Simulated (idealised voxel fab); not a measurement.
process module | voxel quadruple lines
cross-section cut | 295 nm wide | cells 5 nm
A cross-section is a grid of square cells, given in bands from the top down. A band is one or more rows of cells.
Each band's line starts with the height of the band's top and of its bottom, in nm. Then come its materials from left to right, each with its width in nm. One material with "throughout" fills the band from edge to edge. "air" is empty space.
Height 0 is the level under which the wafer as received is all one material. The lowest band goes on downwards, as in "0 down".
A width such as "30 to 40" changes by the same amount from each row of cells to the next, from the band's top row to its bottom row.
"no change" after a step means that no cell of the cross-section changed.
closed voids: empty space of 8 cells or more with no open way to the top, each as width x height at its distance from the left edge, in nm
after a step's settings: what the simulator itself notes on the step
overlay nm, on a step with a mask: how far to the right of its planned place the mask lay; to the left if negative
plan
1 op RECEIVE | material Si
2 op CONFORMAL_DEP | material Al2O3 | thk nm 5
3 op DIRECTIONAL_DEP | material TiN | thk nm 15
4 op DIRECTIONAL_DEP | material polySi | thk nm 20
5 op DIRECTIONAL_DEP | material aC | thk nm 20
6 op PATTERN | tone cover | mask id MANDREL | material resist | width nm 30 | thk nm 30 | overlay nm 0
7 op DIRECTIONAL_ETCH | etch materials aC | depth nm 20
8 op STRIP | etch materials resist
9 op CONFORMAL_DEP | material SiO2 | thk nm 10
10 op DIRECTIONAL_ETCH | etch materials SiO2 | depth nm 10
11 op STRIP | etch materials aC
12 op DIRECTIONAL_ETCH | etch materials polySi | depth nm 20
13 op STRIP | etch materials SiO2
14 op CONFORMAL_DEP | material SiCN | thk nm 10
15 op DIRECTIONAL_ETCH | etch materials SiCN | depth nm 10
16 op STRIP | etch materials polySi
17 op DIRECTIONAL_ETCH | etch materials TiN | depth nm 15
18 op STRIP | etch materials SiCN
as received, after step 1
  0 down: Si throughout
  closed voids: none
first wafer at the end, as planned
  20 to 5: air 110 | TiN 10 | air 10 | TiN 10 | air 10 | TiN 10 | air 10 | TiN 10 | air 115
  5 to 0: Al2O3 throughout
  0 down: Si throughout
  closed voids: none
second wafer at the end: like start, like plan, one mistake
  15 to 0: air 110 | TiN 10 | air 10 | TiN 10 | air 10 | TiN 10 | air 10 | TiN 10 | air 115
  0 down: Si throughout
  closed voids: none
what went wrong: step 2 was left out
at the end the second wafer has, in cells: 59 fewer of Al2O3
